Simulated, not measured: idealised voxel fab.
process module | voxel air gaps
The width of the displayed cross-section, cut, is 290 nm; its cells are square, with a size of 5 nm.
When this document writes out a cross-section, it uses a grid of square cells and lists it as bands, beginning at the top and moving down, with a band standing for one or more rows of cells.
The entry gives the band's vertical extent as a top height and a bottom height in nm, then its horizontal make-up as materials from left to right, each with a width in nm. "empty" stands for empty space; a single material marked "everywhere" fills the band edge to edge.
Measure heights from 0. That's the level where, below it, the as-received wafer is all one material. The lowest band is bottomless and extends downward; write it as in "0 -> down".
Note: "30->40" means the width goes from the first number (top row of the band) to the second number (bottom row) in equal steps per row of cells.
You'll sometimes find "same as before" written for a step, and that's the way of saying that nowhere in the cross-section did a cell change during that step.
The entry "Sealed voids" lists the empty spaces that cover at least 8 cells and have no open path to the top. Each is written as width x height at distance, where the distance is measured from the left edge and all three values are in nm.
That trailing text on a step's line, after the settings, is the simulator's own remark on the step.
Among the settings permitted on a step's line is "overlay nm"; applied to a step with a mask, it specifies the extent to which the mask lay to the right of its planned position, whereas a negative figure signifies a position to the left.
### Process steps (planned)
1. RECEIVE [material Si]
2. CONFORMAL_DEP [material SiO2] [thk nm 15]
3. CONFORMAL_DEP [material SiN] [thk nm 5]
4. DIRECTIONAL_DEP [material SiO2] [thk nm 40]
5. PATTERN [tone open] [mask id LINES] [material resist] [width nm 25] [pitch nm 50] [thk nm 15] [overlay nm -15]
6. DIRECTIONAL_ETCH [etch materials SiO2] [depth nm 40]
7. STRIP [etch materials resist]
8. CONFORMAL_DEP [material TiN] [thk nm 5]
9. FILL_DEP [material Ru] [thk nm 5]
10. CMP [height nm 60]
11. EPI [material Ru] [thk nm 10]
12. SELECTIVE_ETCH [etch materials SiO2] [depth nm 50]
13. CONFORMAL_DEP [material SiCN] [thk nm 5]
Wafers differ in overlay nm at step 5; plan lists the first wafer's value; identical starting state.
### Cross-section of the first of several wafers as received (after step 1)
> 0 -> down | Si everywhere
> Sealed voids: none
### Row per wafer, end-of-module: cell gain (+)/loss (-) by material since the wafer came in, then closed voids
overlay nm -15 | +117 Ru | +134 SiCN | +58 SiN | +174 SiO2 | +57 TiN | Sealed voids: 15 x 30 at 95; 15 x 30 at 145
overlay nm -10 | +117 Ru | +134 SiCN | +58 SiN | +174 SiO2 | +57 TiN | Sealed voids: 15 x 30 at 100; 15 x 30 at 150
overlay nm -5 | +117 Ru | +134 SiCN | +58 SiN | +174 SiO2 | +57 TiN | Sealed voids: 15 x 30 at 105; 15 x 30 at 155
overlay nm 0 | +117 Ru | +134 SiCN | +58 SiN | +174 SiO2 | +57 TiN | Sealed voids: 15 x 30 at 110; 15 x 30 at 160
overlay nm 5 | +117 Ru | +134 SiCN | +58 SiN | +174 SiO2 | +57 TiN | Sealed voids: 15 x 30 at 115; 15 x 30 at 165
overlay nm 10 | +117 Ru | +134 SiCN | +58 SiN | +174 SiO2 | +57 TiN | Sealed voids: 15 x 30 at 120; 15 x 30 at 170
overlay nm 15 | +117 Ru | +134 SiCN | +58 SiN | +174 SiO2 | +57 TiN | Sealed voids: 15 x 30 at 125; 15 x 30 at 175
